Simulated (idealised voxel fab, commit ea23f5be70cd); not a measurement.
Name of the process module below: voxel gate over fins
The width of the displayed cross-section, cut, is 240 nm; its cells are square, with a size of 5 nm.
For the purposes of this document, a cross-section shall be understood as a grid of square cells, specified as bands listed in top-to-bottom order, each band consisting of one or more rows of cells. First you get the band's top height and its bottom height, in nm, and then the materials it's made of, left to right, with each width in nm. If you see a single material with "full width", that one covers the band edge to edge. "empty" is empty space. A quick word on heights: they are counted from 0, and under that level the wafer as it came to us is one material throughout. The lowest band is different from the rest in having no bottom; it simply continues downward, written as in "0 and below". Quick explanation for "30..40": the width changes in equal steps down the rows of cells, from the first number in the band's top row to the second number in its bottom row. Basically "no change occurred" means that step didn't change any cell in the cross-section. "Closed void inventory" specifies each empty space that is not open to the top and that occupies no fewer than 8 cells, using the form width x height at distance, the distance measured from the left edge and all three quantities in nm. Step line, after settings: the simulator's comment on this step. overlay nm: mask right of planned place by this much (step with mask). Neg. = left.

### So here's the lineup of process steps we planned
1. RECEIVE (material Si)
2. CONFORMAL_DEP (material SiN; thk nm 10)
3. DIRECTIONAL_DEP (material aC; thk nm 15)
4. PATTERN (tone cover; mask id FINS; material resist; width nm 15; pitch nm 35; thk nm 30; overlay nm 0)
5. DIRECTIONAL_ETCH (etch materials aC; depth nm 15)
6. STRIP (etch materials resist)
7. DIRECTIONAL_ETCH (etch materials SiN; depth nm 10)
8. DIRECTIONAL_ETCH (etch materials Si; depth nm 35)
9. STRIP (etch materials aC)
10. OXIDIZE (depth nm 5)
11. FILL_DEP (material SiO2; thk nm 5)
12. CMP (height nm 10)
13. SELECTIVE_ETCH (etch materials SiO2; depth nm 25)
14. STRIP (etch materials SiN)
15. CONFORMAL_DEP (material HfO2; thk nm 5)
16. CONFORMAL_DEP (material TiN; thk nm 5)
17. FILL_DEP (material W; thk nm 10)
18. CMP (height nm 15)
19. CONFORMAL_DEP (material SiN; thk nm 5)

### Account of the first of two wafers, which was processed as intended

### Cross-section of the incoming wafer, state after step 1
- 0 and below: Si full width
- Closed void inventory: none

### Wafer section view after processing step 2
- 10 down to 0: SiN full width
- Whatever lies below 0 is exactly as it was before.

### Wafer section view after processing step 3
- 25 down to 10: aC full width
- Whatever lies below 10 is exactly as it was before.

### Wafer section view after processing step 4
- 55 down to 25: 75 empty / 15 resist / 20 empty / 15 resist / 20 empty / 15 resist / 80 empty
- Whatever lies below 25 is exactly as it was before.

### Wafer section view after processing step 5
- 40 down to 25: 75 empty / 15 resist / 20 empty / 15 resist / 20 empty / 15 resist / 80 empty
- 25 down to 10: 75 empty / 15 aC / 20 empty / 15 aC / 20 empty / 15 aC / 80 empty
- Whatever lies below 10 is exactly as it was before.

### Wafer section view after processing step 6
- 25 down to 10: 75 empty / 15 aC / 20 empty / 15 aC / 20 empty / 15 aC / 80 empty
- Whatever lies below 10 is exactly as it was before.

### Wafer section view after processing step 7
- 25 down to 10: 75 empty / 15 aC / 20 empty / 15 aC / 20 empty / 15 aC / 80 empty
- 10 down to 0: 75 empty / 15 SiN / 20 empty / 15 SiN / 20 empty / 15 SiN / 80 empty
- Whatever lies below 0 is exactly as it was before.

### Wafer section view after processing step 8
- 25 down to 10: 75 empty / 15 aC / 20 empty / 15 aC / 20 empty / 15 aC / 80 empty
- 10 down to 0: 75 empty / 15 SiN / 20 empty / 15 SiN / 20 empty / 15 SiN / 80 empty
- 0 down to -35: 75 empty / 15 Si / 20 empty / 15 Si / 20 empty / 15 Si / 80 empty
- Whatever lies below -35 is exactly as it was before.

### Wafer section view after processing step 9
- 10 down to 0: 75 empty / 15 SiN / 20 empty / 15 SiN / 20 empty / 15 SiN / 80 empty
- Whatever lies below 0 is exactly as it was before.

### Wafer section view after processing step 10
- 10 down to 0: 75 empty / 15 SiN / 20 empty / 15 SiN / 20 empty / 15 SiN / 80 empty
- 0 down to -35: 75 empty / 5 SiO2 / 5 Si / 5 SiO2 / 20 empty / 5 SiO2 / 5 Si / 5 SiO2 / 20 empty / 5 SiO2 / 5 Si / 5 SiO2 / 80 empty
- -35 down to -40: 80 SiO2 / 5 Si / 30 SiO2 / 5 Si / 30 SiO2 / 5 Si / 85 SiO2
- Whatever lies below -40 is exactly as it was before.

### Wafer section view after processing step 11
- 15 down to 10: SiO2 full width
- 10 down to 0: 75 SiO2 / 15 SiN / 20 SiO2 / 15 SiN / 20 SiO2 / 15 SiN / 80 SiO2
- 0 down to -40: 80 SiO2 / 5 Si / 30 SiO2 / 5 Si / 30 SiO2 / 5 Si / 85 SiO2
- Whatever lies below -40 is exactly as it was before.

### Wafer section view after processing step 12
- 10 down to 0: 75 SiO2 / 15 SiN / 20 SiO2 / 15 SiN / 20 SiO2 / 15 SiN / 80 SiO2
- Whatever lies below 0 is exactly as it was before.

### Wafer section view after processing step 13
- 10 down to 0: 75 empty / 15 SiN / 20 empty / 15 SiN / 20 empty / 15 SiN / 80 empty
- 0 down to -15: 80 empty / 5 Si / 30 empty / 5 Si / 30 empty / 5 Si / 85 empty
- Whatever lies below -15 is exactly as it was before.

### Wafer section view after processing step 14
- 0 down to -15: 80 empty / 5 Si / 30 empty / 5 Si / 30 empty / 5 Si / 85 empty
- Whatever lies below -15 is exactly as it was before.

### Wafer section view after processing step 15
- 5 down to 0: 75 empty / 15 HfO2 / 20 empty / 15 HfO2 / 20 empty / 15 HfO2 / 80 empty
- 0 down to -10: 75 empty / 5 HfO2 / 5 Si / 5 HfO2 / 20 empty / 5 HfO2 / 5 Si / 5 HfO2 / 20 empty / 5 HfO2 / 5 Si / 5 HfO2 / 80 empty
- -10 down to -15: 80 HfO2 / 5 Si / 30 HfO2 / 5 Si / 30 HfO2 / 5 Si / 85 HfO2
- Whatever lies below -15 is exactly as it was before.

### Wafer section view after processing step 16
- 10 down to 5: 70 empty / 25 TiN / 10 empty / 25 TiN / 10 empty / 25 TiN / 75 empty
- 5 down to 0: 70 empty / 5 TiN / 15 HfO2 / 5 TiN / 10 empty / 5 TiN / 15 HfO2 / 5 TiN / 10 empty / 5 TiN / 15 HfO2 / 5 TiN / 75 empty
- 0 down to -5: 70 empty / 5 TiN / 5 HfO2 / 5 Si / 5 HfO2 / 5 TiN / 10 empty / 5 TiN / 5 HfO2 / 5 Si / 5 HfO2 / 5 TiN / 10 empty / 5 TiN / 5 HfO2 / 5 Si / 5 HfO2 / 5 TiN / 75 empty
- -5 down to -10: 75 TiN / 5 HfO2 / 5 Si / 5 HfO2 / 20 TiN / 5 HfO2 / 5 Si / 5 HfO2 / 20 TiN / 5 HfO2 / 5 Si / 5 HfO2 / 80 TiN
- Whatever lies below -10 is exactly as it was before.

### Wafer section view after processing step 17
- 20 down to 10: W full width
- 10 down to 5: 70 W / 25 TiN / 10 W / 25 TiN / 10 W / 25 TiN / 75 W
- 5 down to 0: 70 W / 5 TiN / 15 HfO2 / 5 TiN / 10 W / 5 TiN / 15 HfO2 / 5 TiN / 10 W / 5 TiN / 15 HfO2 / 5 TiN / 75 W
- 0 down to -5: 70 W / 5 TiN / 5 HfO2 / 5 Si / 5 HfO2 / 5 TiN / 10 W / 5 TiN / 5 HfO2 / 5 Si / 5 HfO2 / 5 TiN / 10 W / 5 TiN / 5 HfO2 / 5 Si / 5 HfO2 / 5 TiN / 75 W
- Whatever lies below -5 is exactly as it was before.

### Wafer section view after processing step 18
- 15 down to 10: W full width
- Whatever lies below 10 is exactly as it was before.

### Wafer section view after processing step 19
- 20 down to 15: SiN full width
- Whatever lies below 15 is exactly as it was before.

### Wafer two of the pair: same origin, same plan, one error during the run; identical to wafer one up to and including step 14

Cross-section of the second wafer when, according to plan, step 15 should have finished: no change occurred

### Cross-section of the second wafer when, according to plan, step 16 should have finished
- 5 down to 0: 75 empty / 15 TiN / 20 empty / 15 TiN / 20 empty / 15 TiN / 80 empty
- 0 down to -10: 75 empty / 5 TiN / 5 Si / 5 TiN / 20 empty / 5 TiN / 5 Si / 5 TiN / 20 empty / 5 TiN / 5 Si / 5 TiN / 80 empty
- -10 down to -15: 80 TiN / 5 Si / 30 TiN / 5 Si / 30 TiN / 5 Si / 85 TiN
- Whatever lies below -15 is exactly as it was before.

### Cross-section of the second wafer when, according to plan, step 17 should have finished
- 15 down to 5: W full width
- 5 down to 0: 75 W / 15 TiN / 20 W / 15 TiN / 20 W / 15 TiN / 80 W
- 0 down to -10: 75 W / 5 TiN / 5 Si / 5 TiN / 20 W / 5 TiN / 5 Si / 5 TiN / 20 W / 5 TiN / 5 Si / 5 TiN / 80 W
- Whatever lies below -10 is exactly as it was before.

Cross-section of the second wafer when, according to plan, step 18 should have finished: no change occurred

### Cross-section of the second wafer when, according to plan, step 19 should have finished
- 20 down to 15: SiN full width
- Whatever lies below 15 is exactly as it was before.
Heads up, the wafer didn't run the way we planned it: step 15 of the plan was bypassed and not carried out
End check, counted in cells, second wafer has more or fewer of these materials than the first: HfO2: 66 fewer; W: 66 more
